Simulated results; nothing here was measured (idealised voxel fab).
The following is a process module called voxel lift off.
The cross-section on display is named cut; it measures 285 nm wide, and its cells are 5 nm squares.
Reading order for cross-sections: top band down to bottom band. Underlying form: a grid of square cells. Band size: one or more rows of cells.
Within each band entry, the heights of the top and of the bottom of the band appear first, in that order and in nm; the materials of the band then follow from left to right, each with its corresponding width in nm. The designation "full width" on a single material indicates that it fills the band from edge to edge; the designation "blank" indicates empty space.
Height is counted from the level 0, under which the received wafer is composed throughout of one material. The lowest of the bands is not closed at the bottom but continues downward, in the notation "z 0 and below".
Width spec "30 to 40" -> top row of cells at first value, bottom row at second value, equal per-row change in between.
Basically "no modification" means that step didn't change any cell in the cross-section.
"Catalogued sealed voids": sealed empty spaces, 8 cells or more, no open way to top, listed width x height at distance, with distance from the left edge and width, height and distance in nm.
On each step's line, the part that comes after the settings is the simulator's own comment on the step.
overlay nm: step with mask; distance mask lay right of planned place; negative value = left of planned place.
The following list gives the planned process steps
1. RECEIVE,material Si
2. CONFORMAL_DEP,material Al2O3,thk nm 15
3. PATTERN,tone open,mask id LINES,material resist,width nm 25,pitch nm 40,thk nm 20,overlay nm 0
4. DIRECTIONAL_DEP,material Ru,thk nm 5
5. STRIP,etch materials resist
6. CONFORMAL_DEP,material SiO2,thk nm 10
Shown in cross-section is the wafer as received, that is, as it stands after step 1
  z 0 and below: Si full width
  Catalogued sealed voids: none
End state of the module in cross-section, given the above starting point and plan and one mistake in execution
  z 20 to 15: blank 110 nm, then Ru 25 nm, then blank 15 nm, then Ru 25 nm, then blank 110 nm
  z 15 to 0: Al2O3 full width
  z 0 and below: Si full width
  Catalogued sealed voids: none
Heads up, the wafer didn't run the way we planned it: not run: step 6 of the plan (skipped)
